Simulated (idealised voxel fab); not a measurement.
process module | voxel transistor to metal
cross-section cut | 205 nm wide | cells 5 nm
A cross-section is a grid of square cells, given in bands from the top down. A band is one or more rows of cells.
Each band's line starts with the height of the band's top and of its bottom, in nm. Then come its materials from left to right, each with its width in nm. One material with "throughout" fills the band from edge to edge. "air" is empty space.
Height 0 is the level under which the wafer as received is all one material. The lowest band goes on downwards, as in "0 down".
A width such as "30 to 40" changes by the same amount from each row of cells to the next, from the band's top row to its bottom row.
"no change" after a step means that no cell of the cross-section changed.
closed voids: empty space of 8 cells or more with no open way to the top, each as width x height at its distance from the left edge, in nm
after a step's settings: what the simulator itself notes on the step
overlay nm, on a step with a mask: how far to the right of its planned place the mask lay; to the left if negative
plan
1 op RECEIVE | material Si
2 op OXIDIZE | depth nm 5
3 op CONFORMAL_DEP | material SiN | thk nm 15
4 op PATTERN | tone cover | mask id ACTIVE | material resist | width nm 100 | thk nm 15 | overlay nm 0
5 op DIRECTIONAL_ETCH | etch materials SiN | depth nm 15
6 op DIRECTIONAL_ETCH | etch materials SiO2 | depth nm 5
7 op DIRECTIONAL_ETCH | etch materials Si | depth nm 30
8 op STRIP | etch materials resist
9 op OXIDIZE | depth nm 5
10 op FILL_DEP | material SiO2 | thk nm 10
11 op CMP | height nm 15
12 op SELECTIVE_ETCH | etch materials SiO2 | depth nm 5
13 op STRIP | etch materials SiN
14 op SELECTIVE_ETCH | etch materials SiO2 | depth nm 5
15 op OXIDIZE | depth nm 5
16 op DIRECTIONAL_DEP | material polySi | thk nm 30
17 op DIRECTIONAL_DEP | material SiCN | thk nm 15
18 op MASKED_ETCH | tone cover | mask id GATE | width nm 20 | etch materials SiCN | depth nm 25 | overlay nm 0
19 op MASKED_ETCH | tone cover | mask id GATE | width nm 20 | etch materials polySi | depth nm 40 | overlay nm 0
20 op CONFORMAL_DEP | material SiN | thk nm 10
21 op DIRECTIONAL_ETCH | etch materials SiN | depth nm 10
22 op DIRECTIONAL_ETCH | etch materials SiO2 | depth nm 5
23 op DIRECTIONAL_ETCH | etch materials Si | depth nm 10
24 op EPI | material SiGe | thk nm 15
25 op FILL_DEP | material SiO2 | thk nm 10
26 op CMP | height nm 40
27 op DIRECTIONAL_DEP | material SiO2 | thk nm 10
28 op PATTERN | tone open | mask id CONTACT | material resist | width nm 20 | pitch nm 70 | thk nm 15 | overlay nm 0
29 op DIRECTIONAL_ETCH | etch materials SiO2 | depth nm 55
30 op STRIP | etch materials resist
31 op CONFORMAL_DEP | material TiN | thk nm 5
32 op FILL_DEP | material W | thk nm 10
33 op CMP | height nm 50
34 op DIRECTIONAL_DEP | material TiN | thk nm 5
35 op DIRECTIONAL_DEP | material Ru | thk nm 25
36 op MASKED_ETCH | tone cover | mask id METAL_1 | width nm 20 | pitch nm 70 | etch materials Ru | depth nm 25 | overlay nm 0
37 op MASKED_ETCH | tone cover | mask id METAL_1 | width nm 20 | pitch nm 70 | etch materials TiN | depth nm 5 | overlay nm 0
38 op FILL_DEP | material SiO2 | thk nm 5
39 op CMP | height nm 80
40 op CONFORMAL_DEP | material SiN | thk nm 5
as received, after step 1
  0 down: Si throughout
  closed voids: none
a wafer at the end: this start, this plan, one mistake
  85 to 80: SiN throughout
  80 to 55: SiO2 55 | Ru 20 | SiO2 50 | Ru 20 | SiO2 60
  55 to 50: SiO2 55 | TiN 20 | SiO2 50 | TiN 20 | SiO2 60
  50 to 45: W throughout
  45 to 40: TiN 60 | W 10 | TiN 60 | W 10 | TiN 65
  40 to 30: SiO2 55 | TiN 5 | W 10 | TiN 5 | SiO2 50 | TiN 5 | W 10 | TiN 5 | SiO2 60
  30 to 25: SiO2 55 | TiN 5 | W 10 | TiN 5 | SiO2 5 | SiN 10 | SiCN 20 | SiN 10 | SiO2 5 | TiN 5 | W 10 | TiN 5 | SiO2 60
  25 to 10: SiO2 55 | TiN 5 | W 10 | TiN 5 | SiO2 5 | SiN 10 | polySi 20 | SiN 10 | SiO2 5 | TiN 5 | W 10 | TiN 5 | SiO2 60
  10 to 5: SiO2 55 | TiN 20 | SiO2 5 | SiN 10 | polySi 20 | SiN 10 | SiO2 5 | TiN 20 | SiO2 60
  5 to -5: SiO2 45 | SiN 10 | TiN 10 | SiGe 15 | SiN 10 | polySi 20 | SiN 10 | SiGe 15 | TiN 10 | SiN 10 | SiO2 50
  -5 to -10: SiO2 55 | SiGe 25 | SiO2 40 | SiGe 25 | SiO2 60
  -10 to -20: SiO2 55 | SiGe 25 | Si 40 | SiGe 25 | SiO2 60
  -20 to -40: SiO2 55 | Si 90 | SiO2 60
  -40 down: Si throughout
  closed voids: none
what went wrong: step 26 ran as: op CMP | height nm 30
